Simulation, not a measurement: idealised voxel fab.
The following is a process module called voxel fin reveal.
FYI the section here is cut, 300 nm wide, cells are 5 nm squares.
A cross-section in this document is a grid of square cells, and it is written down as bands, the top band listed before the ones below it; a band is made up of one or more rows of cells. Basically the band line says how high the top is and how high the bottom is, in nm, and then what's in it from left to right, every material with its width in nm. Empty space shows up as "empty", and if a single material carries "throughout" it runs the full band edge to edge. Heights are reckoned from 0. Under this level, the received wafer is all of one material. The bottommost band is open-ended downward, for example "0 down". You'd read "30->40" like this: the band's top row of cells is as wide as the first number, its bottom row is as wide as the second, and going down, every row changes width by the same amount as the row before did. No cell of the cross-section changed in a step that is given as "stayed the same". "Cavities, sealed" contains a list of empty spaces, each no smaller than 8 cells and without an open way to the top, written in the form width x height at distance with the distance from the left edge and all three in nm. The remark found on a step's line after its settings is issued by the simulator itself and pertains to that step. Each step line may optionally specify "overlay nm", which for a step with a mask gives the rightward distance between the mask's planned place and where it lay, a negative value indicating the leftward direction.
# Process steps foreseen in the plan
1) RECEIVE, material Si
2) CONFORMAL_DEP, material SiN, thk nm 10
3) PATTERN, tone cover, mask id FINS, material resist, width nm 15, pitch nm 35, thk nm 20, overlay nm 0
4) DIRECTIONAL_ETCH, etch materials SiN, depth nm 10
5) DIRECTIONAL_ETCH, etch materials Si, depth nm 35
6) STRIP, etch materials resist
7) OXIDIZE, depth nm 5
8) FILL_DEP, material SiO2, thk nm 15
9) CMP, height nm 10
10) SELECTIVE_ETCH, etch materials SiO2, depth nm 25
11) STRIP, etch materials SiN
# Wafer at receipt (post step 1), cross-section
> 0 down: Si throughout
> Cavities, sealed: none
# Here's the wafer cut in cross-section after the module, started and planned just like above, except one thing was done wrong in the run
> 0 to -15: empty: 130, Si: 5, empty: 30, Si: 5, empty: 130
> -15 to -75: SiO2: 130, Si: 5, SiO2: 30, Si: 5, SiO2: 130
> -75 down: Si throughout
> Cavities, sealed: none
Diagnosis: plan step 5 ran twice
